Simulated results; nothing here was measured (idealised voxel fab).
You're looking at the process module voxel wiring stack.
For reference, the cross-section in this document is cut, with width 265 nm and square cells of 5 nm.
Cross-section spec: square-cell grid; bands listed top down; each band is one or more rows.
Top, bottom (nm), then materials left to right with widths (nm); lone material tagged "all across" fills the whole band edge to edge; "blank" = empty space.
Height datum 0, below which the as-received substrate wafer is one material. Lowest band open at the bottom, running downward: "z 0 and below".
Graded width ("30 to 40"): value in top row of band = first number; value in bottom row = second number; row-to-row change constant.
Basically "remained unchanged" means that step didn't change any cell in the cross-section.
What "Closed cavity list" gives you is every empty space of 8 cells or more that is cut off from the top. Each appears as width x height at distance, with the distance taken from the left edge and width, height and distance all in nm.
If you see something after the settings on a step's line, that's the simulator's own remark about that step.
The "overlay nm" setting may appear on a step's line; for a step that uses a mask, it gives how far to the right of its planned position the mask lay, and a negative value indicates the left.
Reading guide: pairs of cross-sections, before and after one process step; after view cut off at lowest changed band; step and settings listed under each pair. Pairs may stem from different runs of this module on the same starting wafer; continuity with the pair above only where the "Snapshot before" entry states it.

SNAPSHOT BEFORE
- z 100 to 85 | lowk 85  blank 15  lowk 20  blank 15  lowk 20  blank 15  lowk 95
- z 85 to 80 | SiCN 85  blank 15  SiCN 20  blank 15  SiCN 20  blank 15  SiCN 95
- z 80 to 70 | SiO2 85  TiN 5  Ru 10  TiN 5  SiO2 15  TiN 5  Ru 10  TiN 5  SiO2 15  TiN 5  Ru 10  TiN 5  SiO2 90
- z 70 to 65 | SiO2 85  TiN 5  Ru 5  TiN 10  SiO2 15  TiN 20  SiO2 15  TiN 5  Ru 5  TiN 10  SiO2 90
- z 65 to 50 | SiO2 85  TiN 5  Ru 5  TiN 5  SiO2 55  TiN 5  Ru 5  TiN 5  SiO2 95
- z 50 to 45 | SiCN 85  TiN 15  SiCN 55  TiN 15  SiCN 95
- z 45 to 30 | lowk 80  SiCN 5  Ru 20  SiCN 5  lowk 5  SiCN 5  Ru 20  SiCN 5  lowk 5  SiCN 5  Ru 20  SiCN 5  lowk 85
- z 30 to 25 | SiCN 85  TiN 20  SiCN 15  TiN 20  SiCN 15  TiN 20  SiCN 90
- z 25 to 0 | SiO2 all across
- z 0 and below | Si all across
- Closed cavity list: none

SECTIONAL RESULT
- z 105 to 100 | TiN 90  blank 5  TiN 30  blank 5  TiN 30  blank 5  TiN 100
- z 100 to 85 | lowk 85  TiN 5  blank 5  TiN 5  lowk 20  TiN 5  blank 5  TiN 5  lowk 20  TiN 5  blank 5  TiN 5  lowk 95
- z 85 to 80 | SiCN 85  TiN 15  SiCN 20  TiN 15  SiCN 20  TiN 15  SiCN 95
- Below 80, the layers are the same as they were.
- Closed cavity list: none
The before and after cross-sections above differ by one step: op CONFORMAL_DEP | material TiN | thk nm 5

Snapshot before: For the state before this step, see the after cross-section of the pair located directly above.

SECTIONAL RESULT
- z 115 to 105 | Cu all across
- z 105 to 100 | TiN 90  Cu 5  TiN 30  Cu 5  TiN 30  Cu 5  TiN 100
- z 100 to 85 | lowk 85  TiN 5  Cu 5  TiN 5  lowk 20  TiN 5  Cu 5  TiN 5  lowk 20  TiN 5  Cu 5  TiN 5  lowk 95
- Below 85, the layers are the same as they were.
- Closed cavity list: none
The before and after cross-sections above differ by one step: op FILL_DEP | material Cu | thk nm 10

Snapshot before: For the state before this step, see the after cross-section of the pair located directly above.

SECTIONAL RESULT
- z 100 to 85 | lowk 85  TiN 5  Cu 5  TiN 5  lowk 20  TiN 5  Cu 5  TiN 5  lowk 20  TiN 5  Cu 5  TiN 5  lowk 95
- Below 85, the layers are the same as they were.
- Closed cavity list: none
The before and after cross-sections above differ by one step: op CMP | height nm 100

Snapshot before: For the state before this step, see the after cross-section of the pair located directly above.

SECTIONAL RESULT
- z 105 to 100 | TiN all across
- Below 100, the layers are the same as they were.
- Closed cavity list: none
The before and after cross-sections above differ by one step: op DIRECTIONAL_DEP | material TiN | thk nm 5

Snapshot before: For the state before this step, see the after cross-section of the pair located directly above.

SECTIONAL RESULT
- z 120 to 105 | W all across
- Below 105, the layers are the same as they were.
- Closed cavity list: none
The before and after cross-sections above differ by one step: op DIRECTIONAL_DEP | material W | thk nm 15

Snapshot before: For the state before this step, see the after cross-section of the pair located directly above.

SECTIONAL RESULT
- z 135 to 120 | aC all across
- Below 120, the layers are the same as they were.
- Closed cavity list: none
The before and after cross-sections above differ by one step: op DIRECTIONAL_DEP | material aC | thk nm 15

Snapshot before: For the state before this step, see the after cross-section of the pair located directly above.

SECTIONAL RESULT
- z 170 to 135 | blank 85  resist 20  blank 15  resist 20  blank 15  resist 20  blank 90
- Below 135, the layers are the same as they were.
- Closed cavity list: none
The before and after cross-sections above differ by one step: op PATTERN | tone cover | mask id METAL_3 | material resist | width nm 20 | pitch nm 35 | thk nm 35 | overlay nm 0

Snapshot before: For the state before this step, see the after cross-section of the pair located directly above.

SECTIONAL RESULT
- z 155 to 135 | blank 85  resist 20  blank 15  resist 20  blank 15  resist 20  blank 90
- z 135 to 120 | blank 85  aC 20  blank 15  aC 20  blank 15  aC 20  blank 90
- Below 120, the layers are the same as they were.
- Closed cavity list: none
The before and after cross-sections above differ by one step: op DIRECTIONAL_ETCH | etch materials aC | depth nm 15

Snapshot before: For the state before this step, see the after cross-section of the pair located directly above.

SECTIONAL RESULT
- z 135 to 120 | blank 85  aC 20  blank 15  aC 20  blank 15  aC 20  blank 90
- Below 120, the layers are the same as they were.
- Closed cavity list: none
The before and after cross-sections above differ by one step: op STRIP | etch materials resist

Snapshot before: For the state before this step, see the after cross-section of the pair located directly above.

SECTIONAL RESULT
- z 135 to 120 | blank 85  aC 20  blank 15  aC 20  blank 15  aC 20  blank 90
- z 120 to 105 | blank 85  W 20  blank 15  W 20  blank 15  W 20  blank 90
- Below 105, the layers are the same as they were.
- Closed cavity list: none
The before and after cross-sections above differ by one step: op DIRECTIONAL_ETCH | etch materials W | depth nm 15

Snapshot before: For the state before this step, see the after cross-section of the pair located directly above.

SECTIONAL RESULT
- z 135 to 120 | blank 85  aC 20  blank 15  aC 20  blank 15  aC 20  blank 90
- z 120 to 105 | blank 85  W 20  blank 15  W 20  blank 15  W 20  blank 90
- z 105 to 100 | blank 85  TiN 20  blank 15  TiN 20  blank 15  TiN 20  blank 90
- Below 100, the layers are the same as they were.
- Closed cavity list: none
The before and after cross-sections above differ by one step: op DIRECTIONAL_ETCH | etch materials TiN | depth nm 5

Snapshot before: For the state before this step, see the after cross-section of the pair located directly above.

SECTIONAL RESULT
- z 120 to 105 | blank 85  W 20  blank 15  W 20  blank 15  W 20  blank 90
- Below 105, the layers are the same as they were.
- Closed cavity list: none
The before and after cross-sections above differ by one step: op STRIP | etch materials aC

Snapshot before: For the state before this step, see the after cross-section of the pair located directly above.

SECTIONAL RESULT
- z 125 to 120 | blank 80  SiCN 30  blank 5  SiCN 30  blank 5  SiCN 30  blank 85
- z 120 to 105 | blank 80  SiCN 5  W 20  SiCN 5  blank 5  SiCN 5  W 20  SiCN 5  blank 5  SiCN 5  W 20  SiCN 5  blank 85
- z 105 to 100 | SiCN 85  TiN 20  SiCN 15  TiN 20  SiCN 15  TiN 20  SiCN 90
- Below 100, the layers are the same as they were.
- Closed cavity list: none
The before and after cross-sections above differ by one step: op CONFORMAL_DEP | material SiCN | thk nm 5

Snapshot before: For the state before this step, see the after cross-section of the pair located directly above.

SECTIONAL RESULT
- z 135 to 125 | SiO2 all across
- z 125 to 120 | SiO2 80  SiCN 30  SiO2 5  SiCN 30  SiO2 5  SiCN 30  SiO2 85
- z 120 to 105 | SiO2 80  SiCN 5  W 20  SiCN 5  SiO2 5  SiCN 5  W 20  SiCN 5  SiO2 5  SiCN 5  W 20  SiCN 5  SiO2 85
- Below 105, the layers are the same as they were.
- Closed cavity list: none
The before and after cross-sections above differ by one step: op FILL_DEP | material SiO2 | thk nm 10

Snapshot before: For the state before this step, see the after cross-section of the pair located directly above.

SECTIONAL RESULT
- z 120 to 105 | SiO2 80  SiCN 5  W 20  SiCN 5  SiO2 5  SiCN 5  W 20  SiCN 5  SiO2 5  SiCN 5  W 20  SiCN 5  SiO2 85
- Below 105, the layers are the same as they were.
- Closed cavity list: none
The before and after cross-sections above differ by one step: op CMP | height nm 120

Snapshot before: For the state before this step, see the after cross-section of the pair located directly above.

SECTIONAL RESULT
- z 125 to 120 | SiN all across
- Below 120, the layers are the same as they were.
- Closed cavity list: none
The before and after cross-sections above differ by one step: op CONFORMAL_DEP | material SiN | thk nm 5

SNAPSHOT BEFORE
- z 80 to 50 | SiO2 all across
- z 50 to 45 | SiCN all across
- z 45 to 20 | lowk 80  SiCN 5  Ru 20  SiCN 5  lowk 5  SiCN 5  Ru 20  SiCN 5  lowk 5  SiCN 5  Ru 20  SiCN 5  lowk 85
- z 20 to 15 | SiCN 85  TiN 20  SiCN 15  TiN 20  SiCN 15  TiN 20  SiCN 90
- z 15 to 0 | SiO2 all across
- z 0 and below | Si all across
- Closed cavity list: none

SECTIONAL RESULT
- z 80 to 65 | SiO2 90  blank 15  SiO2 20  blank 15  SiO2 20  blank 15  SiO2 90
- Below 65, the layers are the same as they were.
- Closed cavity list: none
The before and after cross-sections above differ by one step: op MASKED_ETCH | tone open | mask id METAL_2 | width nm 15 | pitch nm 35 | etch materials SiO2 | depth nm 15 | overlay nm 0

Snapshot before: For the state before this step, see the after cross-section of the pair located directly above.

SECTIONAL RESULT
- z 90 to 80 | aC 90  blank 15  aC 20  blank 15  aC 20  blank 15  aC 90
- z 80 to 75 | SiO2 90  blank 15  SiO2 20  blank 15  SiO2 20  blank 15  SiO2 90
- z 75 to 65 | SiO2 90  aC 15  SiO2 20  aC 15  SiO2 20  aC 15  SiO2 90
- Below 65, the layers are the same as they were.
- Closed cavity list: none
The before and after cross-sections above differ by one step: op DIRECTIONAL_DEP | material aC | thk nm 10

Snapshot before: For the state before this step, see the after cross-section of the pair located directly above.

SECTIONAL RESULT
- z 115 to 90 | resist 85  blank 15  resist 55  blank 15  resist 95
- z 90 to 80 | aC 90  blank 10  resist 5  aC 20  resist 15  aC 20  blank 10  resist 5  aC 90
- z 80 to 75 | SiO2 90  blank 10  resist 5  SiO2 20  resist 15  SiO2 20  blank 10  resist 5  SiO2 90
- Below 75, the layers are the same as they were.
- Closed cavity list: none
The before and after cross-sections above differ by one step: op PATTERN | tone open | mask id METAL_2_HOLES | material resist | width nm 15 | pitch nm 70 | thk nm 25 | overlay nm 0

Snapshot before: For the state before this step, see the after cross-section of the pair located directly above.

SECTIONAL RESULT
- z 105 to 90 | resist 85  blank 15  resist 55  blank 15  resist 95
- z 90 to 80 | aC 85  blank 15  resist 5  aC 20  resist 15  aC 15  blank 15  resist 5  aC 90
- z 80 to 75 | SiO2 90  blank 10  resist 5  SiO2 20  resist 15  SiO2 20  blank 10  resist 5  SiO2 90
- z 75 to 65 | SiO2 90  blank 10  aC 5  SiO2 20  aC 15  SiO2 20  blank 10  aC 5  SiO2 90
- Below 65, the layers are the same as they were.
- Closed cavity list: none
The before and after cross-sections above differ by one step: op DIRECTIONAL_ETCH | etch materials aC | depth nm 10

Snapshot before: For the state before this step, see the after cross-section of the pair located directly above.

SECTIONAL RESULT
- z 90 to 80 | aC 85  blank 20  aC 20  blank 15  aC 15  blank 20  aC 90
- z 80 to 75 | SiO2 90  blank 15  SiO2 20  blank 15  SiO2 20  blank 15  SiO2 90
- Below 75, the layers are the same as they were.
- Closed cavity list: none
The before and after cross-sections above differ by one step: op STRIP | etch materials resist

Snapshot before: For the state before this step, see the after cross-section of the pair located directly above.

SECTIONAL RESULT
- z 90 to 80 | aC 85  blank 20  aC 20  blank 15  aC 15  blank 20  aC 90
- z 80 to 75 | SiO2 85  blank 20  SiO2 20  blank 15  SiO2 15  blank 20  SiO2 90
- z 75 to 65 | SiO2 85  blank 15  aC 5  SiO2 20  aC 15  SiO2 15  blank 15  aC 5  SiO2 90
- z 65 to 50 | SiO2 90  blank 10  SiO2 60  blank 10  SiO2 95
- Below 50, the layers are the same as they were.
- Closed cavity list: none
The before and after cross-sections above differ by one step: op DIRECTIONAL_ETCH | etch materials SiO2 | depth nm 15

Snapshot before: For the state before this step, see the after cross-section of the pair located directly above.

SECTIONAL RESULT
- z 90 to 80 | aC 85  blank 20  aC 20  blank 15  aC 15  blank 20  aC 90
- z 80 to 75 | SiO2 85  blank 20  SiO2 20  blank 15  SiO2 15  blank 20  SiO2 90
- z 75 to 65 | SiO2 85  blank 15  aC 5  SiO2 20  aC 15  SiO2 15  blank 15  aC 5  SiO2 90
- z 65 to 50 | SiO2 90  blank 10  SiO2 60  blank 10  SiO2 95
- z 50 to 45 | SiCN 90  blank 10  SiCN 60  blank 10  SiCN 95
- Below 45, the layers are the same as they were.
- Closed cavity list: none
The before and after cross-sections above differ by one step: op DIRECTIONAL_ETCH | etch materials SiCN | depth nm 5

Snapshot before: For the state before this step, see the after cross-section of the pair located directly above.

SECTIONAL RESULT
- z 80 to 65 | SiO2 85  blank 20  SiO2 20  blank 15  SiO2 15  blank 20  SiO2 90
- Below 65, the layers are the same as they were.
- Closed cavity list: none
The before and after cross-sections above differ by one step: op STRIP | etch materials aC

Snapshot before: For the state before this step, see the after cross-section of the pair located directly above.

SECTIONAL RESULT
- z 85 to 80 | TiN 90  blank 10  TiN 30  blank 5  TiN 25  blank 10  TiN 95
- z 80 to 70 | SiO2 85  TiN 5  blank 10  TiN 5  SiO2 20  TiN 5  blank 5  TiN 5  SiO2 15  TiN 5  blank 10  TiN 5  SiO2 90
- z 70 to 65 | SiO2 85  TiN 20  SiO2 20  TiN 15  SiO2 15  TiN 20  SiO2 90
- z 65 to 50 | SiO2 90  TiN 10  SiO2 60  TiN 10  SiO2 95
- z 50 to 45 | SiCN 90  TiN 10  SiCN 60  TiN 10  SiCN 95
- Below 45, the layers are the same as they were.
- Closed cavity list: none
The before and after cross-sections above differ by one step: op CONFORMAL_DEP | material TiN | thk nm 5

Snapshot before: For the state before this step, see the after cross-section of the pair located directly above.

SECTIONAL RESULT
- z 95 to 85 | Ru all across
- z 85 to 80 | TiN 90  Ru 10  TiN 30  Ru 5  TiN 25  Ru 10  TiN 95
- z 80 to 70 | SiO2 85  TiN 5  Ru 10  TiN 5  SiO2 20  TiN 5  Ru 5  TiN 5  SiO2 15  TiN 5  Ru 10  TiN 5  SiO2 90
- Below 70, the layers are the same as they were.
- Closed cavity list: none
The before and after cross-sections above differ by one step: op FILL_DEP | material Ru | thk nm 10

Snapshot before: For the state before this step, see the after cross-section of the pair located directly above.

SECTIONAL RESULT
- z 80 to 70 | SiO2 85  TiN 5  Ru 10  TiN 5  SiO2 20  TiN 5  Ru 5  TiN 5  SiO2 15  TiN 5  Ru 10  TiN 5  SiO2 90
- Below 70, the layers are the same as they were.
- Closed cavity list: none
The before and after cross-sections above differ by one step: op CMP | height nm 80

Snapshot before: For the state before this step, see the after cross-section of the pair located directly above.

SECTIONAL RESULT
- z 85 to 80 | SiCN all across
- Below 80, the layers are the same as they were.
- Closed cavity list: none
The before and after cross-sections above differ by one step: op CONFORMAL_DEP | material SiCN | thk nm 5

Snapshot before: For the state before this step, see the after cross-section of the pair located directly above.

SECTIONAL RESULT
- z 100 to 85 | lowk all across
- Below 85, the layers are the same as they were.
- Closed cavity list: none
The before and after cross-sections above differ by one step: op DIRECTIONAL_DEP | material lowk | thk nm 15

Snapshot before: For the state before this step, see the after cross-section of the pair located directly above.

SECTIONAL RESULT
- z 100 to 85 | lowk 85  blank 15  lowk 20  blank 15  lowk 20  blank 15  lowk 95
- Below 85, the layers are the same as they were.
- Closed cavity list: none
The before and after cross-sections above differ by one step: op MASKED_ETCH | tone open | mask id PLUG_2 | width nm 15 | pitch nm 35 | etch materials lowk | depth nm 15 | overlay nm 0

Snapshot before: For the state before this step, see the after cross-section of the pair located directly above.

SECTIONAL RESULT
- z 100 to 85 | lowk 85  blank 15  lowk 20  blank 15  lowk 20  blank 15  lowk 95
- z 85 to 80 | SiCN 85  blank 15  SiCN 20  blank 15  SiCN 20  blank 15  SiCN 95
- Below 80, the layers are the same as they were.
- Closed cavity list: none
The before and after cross-sections above differ by one step: op MASKED_ETCH | tone open | mask id PLUG_2 | width nm 15 | pitch nm 35 | etch materials SiCN | depth nm 5 | overlay nm 0

Snapshot before: For the state before this step, see the after cross-section of the pair located directly above.

SECTIONAL RESULT
- z 105 to 100 | TiN 90  blank 5  TiN 30  blank 5  TiN 30  blank 5  TiN 100
- z 100 to 85 | lowk 85  TiN 5  blank 5  TiN 5  lowk 20  TiN 5  blank 5  TiN 5  lowk 20  TiN 5  blank 5  TiN 5  lowk 95
- z 85 to 80 | SiCN 85  TiN 15  SiCN 20  TiN 15  SiCN 20  TiN 15  SiCN 95
- Below 80, the layers are the same as they were.
- Closed cavity list: none
The before and after cross-sections above differ by one step: op CONFORMAL_DEP | material TiN | thk nm 5

Snapshot before: For the state before this step, see the after cross-section of the pair located directly above.

SECTIONAL RESULT
- z 115 to 105 | Cu all across
- z 105 to 100 | TiN 90  Cu 5  TiN 30  Cu 5  TiN 30  Cu 5  TiN 100
- z 100 to 85 | lowk 85  TiN 5  Cu 5  TiN 5  lowk 20  TiN 5  Cu 5  TiN 5  lowk 20  TiN 5  Cu 5  TiN 5  lowk 95
- Below 85, the layers are the same as they were.
- Closed cavity list: none
The before and after cross-sections above differ by one step: op FILL_DEP | material Cu | thk nm 10

Snapshot before: For the state before this step, see the after cross-section of the pair located directly above.

SECTIONAL RESULT
- z 100 to 85 | lowk 85  TiN 5  Cu 5  TiN 5  lowk 20  TiN 5  Cu 5  TiN 5  lowk 20  TiN 5  Cu 5  TiN 5  lowk 95
- Below 85, the layers are the same as they were.
- Closed cavity list: none
The before and after cross-sections above differ by one step: op CMP | height nm 100

Snapshot before: For the state before this step, see the after cross-section of the pair located directly above.

SECTIONAL RESULT
- z 105 to 100 | TiN all across
- Below 100, the layers are the same as they were.
- Closed cavity list: none
The before and after cross-sections above differ by one step: op DIRECTIONAL_DEP | material TiN | thk nm 5

Snapshot before: For the state before this step, see the after cross-section of the pair located directly above.

SECTIONAL RESULT
- z 120 to 105 | W all across
- Below 105, the layers are the same as they were.
- Closed cavity list: none
The before and after cross-sections above differ by one step: op DIRECTIONAL_DEP | material W | thk nm 15

Snapshot before: For the state before this step, see the after cross-section of the pair located directly above.

SECTIONAL RESULT
- z 135 to 120 | aC all across
- Below 120, the layers are the same as they were.
- Closed cavity list: none
The before and after cross-sections above differ by one step: op DIRECTIONAL_DEP | material aC | thk nm 15

Snapshot before: For the state before this step, see the after cross-section of the pair located directly above.

SECTIONAL RESULT
- z 170 to 135 | blank 85  resist 20  blank 15  resist 20  blank 15  resist 20  blank 90
- Below 135, the layers are the same as they were.
- Closed cavity list: none
The before and after cross-sections above differ by one step: op PATTERN | tone cover | mask id METAL_3 | material resist | width nm 20 | pitch nm 35 | thk nm 35 | overlay nm 0

Snapshot before: For the state before this step, see the after cross-section of the pair located directly above.

SECTIONAL RESULT
- z 155 to 135 | blank 85  resist 20  blank 15  resist 20  blank 15  resist 20  blank 90
- z 135 to 120 | blank 85  aC 20  blank 15  aC 20  blank 15  aC 20  blank 90
- Below 120, the layers are the same as they were.
- Closed cavity list: none
The before and after cross-sections above differ by one step: op DIRECTIONAL_ETCH | etch materials aC | depth nm 15

Snapshot before: For the state before this step, see the after cross-section of the pair located directly above.

SECTIONAL RESULT
- z 135 to 120 | blank 85  aC 20  blank 15  aC 20  blank 15  aC 20  blank 90
- Below 120, the layers are the same as they were.
- Closed cavity list: none
The before and after cross-sections above differ by one step: op STRIP | etch materials resist

Snapshot before: For the state before this step, see the after cross-section of the pair located directly above.

SECTIONAL RESULT
- z 135 to 120 | blank 85  aC 20  blank 15  aC 20  blank 15  aC 20  blank 90
- z 120 to 105 | blank 85  W 20  blank 15  W 20  blank 15  W 20  blank 90
- Below 105, the layers are the same as they were.
- Closed cavity list: none
The before and after cross-sections above differ by one step: op DIRECTIONAL_ETCH | etch materials W | depth nm 15

Snapshot before: For the state before this step, see the after cross-section of the pair located directly above.

SECTIONAL RESULT
- z 135 to 120 | blank 85  aC 20  blank 15  aC 20  blank 15  aC 20  blank 90
- z 120 to 105 | blank 85  W 20  blank 15  W 20  blank 15  W 20  blank 90
- z 105 to 100 | blank 85  TiN 20  blank 15  TiN 20  blank 15  TiN 20  blank 90
- Below 100, the layers are the same as they were.
- Closed cavity list: none
The before and after cross-sections above differ by one step: op DIRECTIONAL_ETCH | etch materials TiN | depth nm 5

Snapshot before: For the state before this step, see the after cross-section of the pair located directly above.

SECTIONAL RESULT
- z 120 to 105 | blank 85  W 20  blank 15  W 20  blank 15  W 20  blank 90
- Below 105, the layers are the same as they were.
- Closed cavity list: none
The before and after cross-sections above differ by one step: op STRIP | etch materials aC

Snapshot before: For the state before this step, see the after cross-section of the pair located directly above.

SECTIONAL RESULT
- z 125 to 120 | blank 80  SiCN 30  blank 5  SiCN 30  blank 5  SiCN 30  blank 85
- z 120 to 105 | blank 80  SiCN 5  W 20  SiCN 5  blank 5  SiCN 5  W 20  SiCN 5  blank 5  SiCN 5  W 20  SiCN 5  blank 85
- z 105 to 100 | SiCN 85  TiN 20  SiCN 15  TiN 20  SiCN 15  TiN 20  SiCN 90
- Below 100, the layers are the same as they were.
- Closed cavity list: none
The before and after cross-sections above differ by one step: op CONFORMAL_DEP | material SiCN | thk nm 5

Snapshot before: For the state before this step, see the after cross-section of the pair located directly above.

SECTIONAL RESULT
- z 135 to 125 | SiO2 all across
- z 125 to 120 | SiO2 80  SiCN 30  SiO2 5  SiCN 30  SiO2 5  SiCN 30  SiO2 85
- z 120 to 105 | SiO2 80  SiCN 5  W 20  SiCN 5  SiO2 5  SiCN 5  W 20  SiCN 5  SiO2 5  SiCN 5  W 20  SiCN 5  SiO2 85
- Below 105, the layers are the same as they were.
- Closed cavity list: none
The before and after cross-sections above differ by one step: op FILL_DEP | material SiO2 | thk nm 10

Snapshot before: For the state before this step, see the after cross-section of the pair located directly above.

SECTIONAL RESULT
- z 120 to 105 | SiO2 80  SiCN 5  W 20  SiCN 5  SiO2 5  SiCN 5  W 20  SiCN 5  SiO2 5  SiCN 5  W 20  SiCN 5  SiO2 85
- Below 105, the layers are the same as they were.
- Closed cavity list: none
The before and after cross-sections above differ by one step: op CMP | height nm 120

Snapshot before: For the state before this step, see the after cross-section of the pair located directly above.

SECTIONAL RESULT
- z 125 to 120 | SiN all across
- Below 120, the layers are the same as they were.
- Closed cavity list: none
The before and after cross-sections above differ by one step: op CONFORMAL_DEP | material SiN | thk nm 5

SNAPSHOT BEFORE
- z 100 to 85 | lowk 85  blank 15  lowk 20  blank 15  lowk 20  blank 15  lowk 95
- z 85 to 80 | SiCN all across
- z 80 to 70 | SiO2 85  TiN 5  Ru 10  TiN 5  SiO2 15  TiN 5  Ru 10  TiN 5  SiO2 15  TiN 5  Ru 10  TiN 5  SiO2 90
- z 70 to 65 | SiO2 85  TiN 5  Ru 5  TiN 10  SiO2 15  TiN 20  SiO2 15  TiN 5  Ru 5  TiN 10  SiO2 90
- z 65 to 50 | SiO2 85  TiN 5  Ru 5  TiN 5  SiO2 55  TiN 5  Ru 5  TiN 5  SiO2 95
- z 50 to 45 | SiCN 85  TiN 15  SiCN 55  TiN 15  SiCN 95
- z 45 to 20 | lowk 80  SiCN 5  Ru 20  SiCN 5  lowk 5  SiCN 5  Ru 20  SiCN 5  lowk 5  SiCN 5  Ru 20  SiCN 5  lowk 85
- z 20 to 15 | SiCN 85  TiN 20  SiCN 15  TiN 20  SiCN 15  TiN 20  SiCN 90
- z 15 to 0 | SiO2 all across
- z 0 and below | Si all across
- Closed cavity list: none

SECTIONAL RESULT
- z 100 to 85 | lowk 85  blank 15  lowk 20  blank 15  lowk 20  blank 15  lowk 95
- z 85 to 80 | SiCN 85  blank 10  SiCN 25  blank 10  SiCN 25  blank 10  SiCN 100
- Below 80, the layers are the same as they were.
- Closed cavity list: none
The before and after cross-sections above differ by one step: op MASKED_ETCH | tone open | mask id PLUG_2 | width nm 15 | pitch nm 35 | etch materials SiCN | depth nm 5 | overlay nm -5

Snapshot before: For the state before this step, see the after cross-section of the pair located directly above.

SECTIONAL RESULT
- z 105 to 100 | TiN 90  blank 5  TiN 30  blank 5  TiN 30  blank 5  TiN 100
- z 100 to 90 | lowk 85  TiN 5  blank 5  TiN 5  lowk 20  TiN 5  blank 5  TiN 5  lowk 20  TiN 5  blank 5  TiN 5  lowk 95
- z 90 to 85 | lowk 85  TiN 15  lowk 20  TiN 15  lowk 20  TiN 15  lowk 95
- z 85 to 80 | SiCN 85  TiN 10  SiCN 25  TiN 10  SiCN 25  TiN 10  SiCN 100
- Below 80, the layers are the same as they were.
- Closed cavity list: none
The before and after cross-sections above differ by one step: op CONFORMAL_DEP | material TiN | thk nm 5

Snapshot before: For the state before this step, see the after cross-section of the pair located directly above.

SECTIONAL RESULT
- z 115 to 105 | Cu all across
- z 105 to 100 | TiN 90  Cu 5  TiN 30  Cu 5  TiN 30  Cu 5  TiN 100
- z 100 to 90 | lowk 85  TiN 5  Cu 5  TiN 5  lowk 20  TiN 5  Cu 5  TiN 5  lowk 20  TiN 5  Cu 5  TiN 5  lowk 95
- Below 90, the layers are the same as they were.
- Closed cavity list: none
The before and after cross-sections above differ by one step: op FILL_DEP | material Cu | thk nm 10

Snapshot before: For the state before this step, see the after cross-section of the pair located directly above.

SECTIONAL RESULT
- z 100 to 90 | lowk 85  TiN 5  Cu 5  TiN 5  lowk 20  TiN 5  Cu 5  TiN 5  lowk 20  TiN 5  Cu 5  TiN 5  lowk 95
- Below 90, the layers are the same as they were.
- Closed cavity list: none
The before and after cross-sections above differ by one step: op CMP | height nm 100

Snapshot before: For the state before this step, see the after cross-section of the pair located directly above.

SECTIONAL RESULT
- z 105 to 100 | TiN all across
- Below 100, the layers are the same as they were.
- Closed cavity list: none
The before and after cross-sections above differ by one step: op DIRECTIONAL_DEP | material TiN | thk nm 5

Snapshot before: For the state before this step, see the after cross-section of the pair located directly above.

SECTIONAL RESULT
- z 120 to 105 | W all across
- Below 105, the layers are the same as they were.
- Closed cavity list: none
The before and after cross-sections above differ by one step: op DIRECTIONAL_DEP | material W | thk nm 15

Snapshot before: For the state before this step, see the after cross-section of the pair located directly above.

SECTIONAL RESULT
- z 135 to 120 | aC all across
- Below 120, the layers are the same as they were.
- Closed cavity list: none
The before and after cross-sections above differ by one step: op DIRECTIONAL_DEP | material aC | thk nm 15

Snapshot before: For the state before this step, see the after cross-section of the pair located directly above.

SECTIONAL RESULT
- z 170 to 135 | blank 85  resist 20  blank 15  resist 20  blank 15  resist 20  blank 90
- Below 135, the layers are the same as they were.
- Closed cavity list: none
The before and after cross-sections above differ by one step: op PATTERN | tone cover | mask id METAL_3 | material resist | width nm 20 | pitch nm 35 | thk nm 35 | overlay nm 0

Snapshot before: For the state before this step, see the after cross-section of the pair located directly above.

SECTIONAL RESULT
- z 155 to 135 | blank 85  resist 20  blank 15  resist 20  blank 15  resist 20  blank 90
- z 135 to 120 | blank 85  aC 20  blank 15  aC 20  blank 15  aC 20  blank 90
- Below 120, the layers are the same as they were.
- Closed cavity list: none
The before and after cross-sections above differ by one step: op DIRECTIONAL_ETCH | etch materials aC | depth nm 15

Snapshot before: For the state before this step, see the after cross-section of the pair located directly above.

SECTIONAL RESULT
- z 135 to 120 | blank 85  aC 20  blank 15  aC 20  blank 15  aC 20  blank 90
- Below 120, the layers are the same as they were.
- Closed cavity list: none
The before and after cross-sections above differ by one step: op STRIP | etch materials resist

Snapshot before: For the state before this step, see the after cross-section of the pair located directly above.

SECTIONAL RESULT
- z 135 to 120 | blank 85  aC 20  blank 15  aC 20  blank 15  aC 20  blank 90
- z 120 to 105 | blank 85  W 20  blank 15  W 20  blank 15  W 20  blank 90
- Below 105, the layers are the same as they were.
- Closed cavity list: none
The before and after cross-sections above differ by one step: op DIRECTIONAL_ETCH | etch materials W | depth nm 15

Snapshot before: For the state before this step, see the after cross-section of the pair located directly above.

SECTIONAL RESULT
- z 135 to 120 | blank 85  aC 20  blank 15  aC 20  blank 15  aC 20  blank 90
- z 120 to 105 | blank 85  W 20  blank 15  W 20  blank 15  W 20  blank 90
- z 105 to 100 | blank 85  TiN 20  blank 15  TiN 20  blank 15  TiN 20  blank 90
- Below 100, the layers are the same as they were.
- Closed cavity list: none
The before and after cross-sections above differ by one step: op DIRECTIONAL_ETCH | etch materials TiN | depth nm 5

Snapshot before: For the state before this step, see the after cross-section of the pair located directly above.

SECTIONAL RESULT
- z 120 to 105 | blank 85  W 20  blank 15  W 20  blank 15  W 20  blank 90
- Below 105, the layers are the same as they were.
- Closed cavity list: none
The before and after cross-sections above differ by one step: op STRIP | etch materials aC

Snapshot before: For the state before this step, see the after cross-section of the pair located directly above.

SECTIONAL RESULT
- z 125 to 120 | blank 80  SiCN 30  blank 5  SiCN 30  blank 5  SiCN 30  blank 85
- z 120 to 105 | blank 80  SiCN 5  W 20  SiCN 5  blank 5  SiCN 5  W 20  SiCN 5  blank 5  SiCN 5  W 20  SiCN 5  blank 85
- z 105 to 100 | SiCN 85  TiN 20  SiCN 15  TiN 20  SiCN 15  TiN 20  SiCN 90
- Below 100, the layers are the same as they were.
- Closed cavity list: none
The before and after cross-sections above differ by one step: op CONFORMAL_DEP | material SiCN | thk nm 5

Snapshot before: For the state before this step, see the after cross-section of the pair located directly above.

SECTIONAL RESULT
- z 135 to 125 | SiO2 all across
- z 125 to 120 | SiO2 80  SiCN 30  SiO2 5  SiCN 30  SiO2 5  SiCN 30  SiO2 85
- z 120 to 105 | SiO2 80  SiCN 5  W 20  SiCN 5  SiO2 5  SiCN 5  W 20  SiCN 5  SiO2 5  SiCN 5  W 20  SiCN 5  SiO2 85
- Below 105, the layers are the same as they were.
- Closed cavity list: none
The before and after cross-sections above differ by one step: op FILL_DEP | material SiO2 | thk nm 10

Snapshot before: For the state before this step, see the after cross-section of the pair located directly above.

SECTIONAL RESULT
- z 120 to 105 | SiO2 80  SiCN 5  W 20  SiCN 5  SiO2 5  SiCN 5  W 20  SiCN 5  SiO2 5  SiCN 5  W 20  SiCN 5  SiO2 85
- Below 105, the layers are the same as they were.
- Closed cavity list: none
The before and after cross-sections above differ by one step: op CMP | height nm 120
